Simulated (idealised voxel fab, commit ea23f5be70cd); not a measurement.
Process module, titled voxel tone inversion
Cross-section cut spans 265 nm and uses square cells 5 nm in size.
Bands, listed from the top down, are how a cross-section gets written in this document; the cross-section itself is a grid of square cells, and a band is one or more rows of them. Basically the band line says how high the top is and how high the bottom is, in nm, and then what's in it from left to right, every material with its width in nm. Empty space shows up as "air", and if a single material carries "throughout" it runs the full band edge to edge. Heights from 0 (as-received wafer is one material below). Bottom band endless downward, as "0..down". With a width like "30..40", each row of cells in the band differs from the next by the same amount, the top row carrying the first number and the bottom row the second. "remains unaltered" for a step: no cell of the cross-section changed in that step. Voids not open to the top, 8 cells minimum: see "Enclosed voids". Written width x height at distance; distance is from the left edge; nm. Read whatever lies past the settings on a step's line as the simulator's own remark about the step. Regarding "overlay nm": on a step with a mask, it is the distance the mask lay to the right of its planned place; a negative value places it to the left.
The process steps that were planned are listed below:
1,RECEIVE [material Si]
2,CONFORMAL_DEP [material SiCN] [thk nm 5]
3,DIRECTIONAL_DEP [material aC] [thk nm 20]
4,PATTERN [tone cover] [mask id POSTS] [material resist] [width nm 15] [pitch nm 35] [thk nm 25] [overlay nm 0]
5,DIRECTIONAL_ETCH [etch materials aC] [depth nm 20]
6,STRIP [etch materials resist]
7,FILL_DEP [material SiO2] [thk nm 5]
8,CMP [height nm 25]
9,STRIP [etch materials aC]
As received (post step 1): cross-section:
0..down | Si throughout
Enclosed voids: none
End-of-module cross-section of the first of two wafers, processed as planned:
25..5 | SiO2 105 / air 15 / SiO2 20 / air 15 / SiO2 110
5..0 | SiCN throughout
0..down | Si throughout
Enclosed voids: none
This cross-section belongs to the second wafer of two at the end of the module; the start and the plan were shared with the first, and the run included one mistake:
25..20 | SiCN throughout
20..0 | aC throughout
0..down | Si throughout
Enclosed voids: none
What was done differently from what was planned? transposition of steps 2 and 3 relative to the planned sequence
The second wafer ends with more or fewer cells of some materials than the first, per final count: SiO2 -188; aC +212
